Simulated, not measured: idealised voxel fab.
The process module that follows is named voxel self aligned vias.
FYI the section here is cut, 190 nm wide, cells are 5 nm squares.
A cross-section is a grid of square cells, given in bands from the top down. A band is one or more rows of cells. First you get the band's top height and its bottom height, in nm, and then the materials it's made of, left to right, with each width in nm. If you see a single material with "all across", that one covers the band edge to edge. "blank" is empty space. Height is counted from the level 0, under which the received wafer is composed throughout of one material. The lowest of the bands is not closed at the bottom but continues downward, in the notation "0 nm and below". You'd read "30..40" like this: the band's top row of cells is as wide as the first number, its bottom row is as wide as the second, and going down, every row changes width by the same amount as the row before did. A step reported as "no alteration" is a step in which no cell of the cross-section changed. Enclosed voids (no open way to top), threshold 8 cells or more, entry "Catalogued sealed voids", notation width x height at distance, distance from left edge, nm. Heads up: the bit after the settings on a step's line is the simulator's remark on that step. Regarding "overlay nm": on a step with a mask, it is the distance the mask lay to the right of its planned place; a negative value places it to the left.
The steps planned for the process are as follows:
- 1: op RECEIVE | material Si
- 2: op CONFORMAL_DEP | material SiO2 | thk nm 10
- 3: op CONFORMAL_DEP | material SiCN | thk nm 5
- 4: op DIRECTIONAL_DEP | material SiO2 | thk nm 25
- 5: op PATTERN | tone open | mask id LINES | material resist | width nm 25 | pitch nm 70 | thk nm 15 | overlay nm 0
- 6: op DIRECTIONAL_ETCH | etch materials SiO2 | depth nm 25
- 7: op STRIP | etch materials resist
- 8: op CONFORMAL_DEP | material TiN | thk nm 5
- 9: op FILL_DEP | material W | thk nm 10
- 10: op CMP | height nm 40
- 11: op SELECTIVE_ETCH | etch materials W Ru TiN | depth nm 5
- 12: op FILL_DEP | material SiN | thk nm 5
- 13: op CMP | height nm 40
- 14: op DIRECTIONAL_DEP | material SiO2 | thk nm 20
- 15: op MASKED_ETCH | tone open | mask id VIAS | width nm 45 | etch materials SiO2 | depth nm 20 | overlay nm 0
- 16: op MASKED_ETCH | tone open | mask id VIAS | width nm 45 | etch materials SiN | depth nm 5 | overlay nm 0
- 17: op CONFORMAL_DEP | material TiN | thk nm 5
- 18: op FILL_DEP | material Ru | thk nm 5
- 19: op CMP | height nm 60
- 20: op CONFORMAL_DEP | material SiCN | thk nm 5
So this is the incoming wafer in cross-section - it's already been through step 1:
0 nm and below = Si all across
Catalogued sealed voids: none
End-of-module XS, first of two wafers, run as planned:
65 nm to 60 nm = SiCN all across
60 nm to 45 nm = 35 of SiO2  5 of TiN  35 of Ru  5 of TiN  110 of SiO2
45 nm to 40 nm = 35 of SiO2  15 of TiN  15 of Ru  15 of TiN  110 of SiO2
40 nm to 35 nm = 45 of SiO2  25 of TiN  45 of SiO2  25 of SiN  50 of SiO2
35 nm to 20 nm = 45 of SiO2  5 of TiN  15 of W  5 of TiN  45 of SiO2  5 of TiN  15 of W  5 of TiN  50 of SiO2
20 nm to 15 nm = 45 of SiO2  25 of TiN  45 of SiO2  25 of TiN  50 of SiO2
15 nm to 10 nm = SiCN all across
10 nm to 0 nm = SiO2 all across
0 nm and below = Si all across
Catalogued sealed voids: none
Now the second wafer, cross-sectioned at the end of the module. Nothing different at the start, nothing different in the plan compared with the first, just one mistake when it was actually run:
65 nm to 60 nm = SiCN all across
60 nm to 45 nm = 30 of SiO2  5 of TiN  35 of Ru  5 of TiN  115 of SiO2
45 nm to 40 nm = 30 of SiO2  20 of TiN  15 of Ru  10 of TiN  115 of SiO2
40 nm to 35 nm = 45 of SiO2  25 of TiN  45 of SiO2  25 of SiN  50 of SiO2
35 nm to 20 nm = 45 of SiO2  5 of TiN  15 of W  5 of TiN  45 of SiO2  5 of TiN  15 of W  5 of TiN  50 of SiO2
20 nm to 15 nm = 45 of SiO2  25 of TiN  45 of SiO2  25 of TiN  50 of SiO2
15 nm to 10 nm = SiCN all across
10 nm to 0 nm = SiO2 all across
0 nm and below = Si all across
Catalogued sealed voids: none
What was done differently from what was planned? rather than as planned, step 15 actually ran as op MASKED_ETCH | tone open | mask id VIAS | width nm 45 | etch materials SiO2 | depth nm 20 | overlay nm -5
The two final wafers agree on how many cells each material fills and disagree on which cells those are.
